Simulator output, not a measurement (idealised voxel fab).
process module | voxel ribs on slabs
cross-section cut | 300 nm wide | cells 5 nm
A cross-section is a grid of square cells, given in bands from the top down. A band is one or more rows of cells.
Each band's line starts with the height of the band's top and of its bottom, in nm. Then come its materials from left to right, each with its width in nm. One material with "throughout" fills the band from edge to edge. "air" is empty space.
Height 0 is the level under which the wafer as received is all one material. The lowest band goes on downwards, as in "0 down".
A width such as "30 to 40" changes by the same amount from each row of cells to the next, from the band's top row to its bottom row.
"no change" after a step means that no cell of the cross-section changed.
closed voids: empty space of 8 cells or more with no open way to the top, each as width x height at its distance from the left edge, in nm
after a step's settings: what the simulator itself notes on the step
overlay nm, on a step with a mask: how far to the right of its planned place the mask lay; to the left if negative
plan
1 op RECEIVE | material Si
2 op DIRECTIONAL_DEP | material SiO2 | thk nm 30
3 op DIRECTIONAL_DEP | material polySi | thk nm 20
4 op MASKED_ETCH | tone cover | mask id RIB | width nm 20 | etch materials polySi | depth nm 5 | overlay nm 0
5 op DIRECTIONAL_DEP | material aC | thk nm 10
6 op PATTERN | tone cover | mask id SLAB | material resist | width nm 50 | thk nm 30 | overlay nm 0
7 op DIRECTIONAL_ETCH | etch materials aC | depth nm 10
8 op STRIP | etch materials resist
9 op DIRECTIONAL_ETCH | etch materials polySi | depth nm 15
10 op STRIP | etch materials aC
11 op FILL_DEP | material SiO2 | thk nm 25
12 op CMP | height nm 70
13 op DIRECTIONAL_DEP | material TiN | thk nm 10
14 op PATTERN | tone cover | mask id HEATER | material resist | width nm 30 | thk nm 15 | overlay nm 0
15 op DIRECTIONAL_ETCH | etch materials TiN | depth nm 10
16 op STRIP | etch materials resist
17 op CONFORMAL_DEP | material SiO2 | thk nm 5
as received, after step 1
  0 down: Si throughout
  closed voids: none
a wafer at the end: this start, this plan, one mistake
  85 to 80: air 130 | SiO2 40 | air 130
  80 to 75: air 130 | SiO2 5 | TiN 30 | SiO2 5 | air 130
  75 to 70: SiO2 135 | TiN 30 | SiO2 135
  70 to 45: SiO2 throughout
  45 to 35: polySi 125 | SiO2 50 | polySi 125
  35 to 30: polySi 125 | SiO2 15 | polySi 20 | SiO2 15 | polySi 125
  30 to 0: SiO2 throughout
  0 down: Si throughout
  closed voids: none
what went wrong: step 6 ran as: op PATTERN | tone open | mask id SLAB | material resist | width nm 50 | thk nm 30 | overlay nm 0
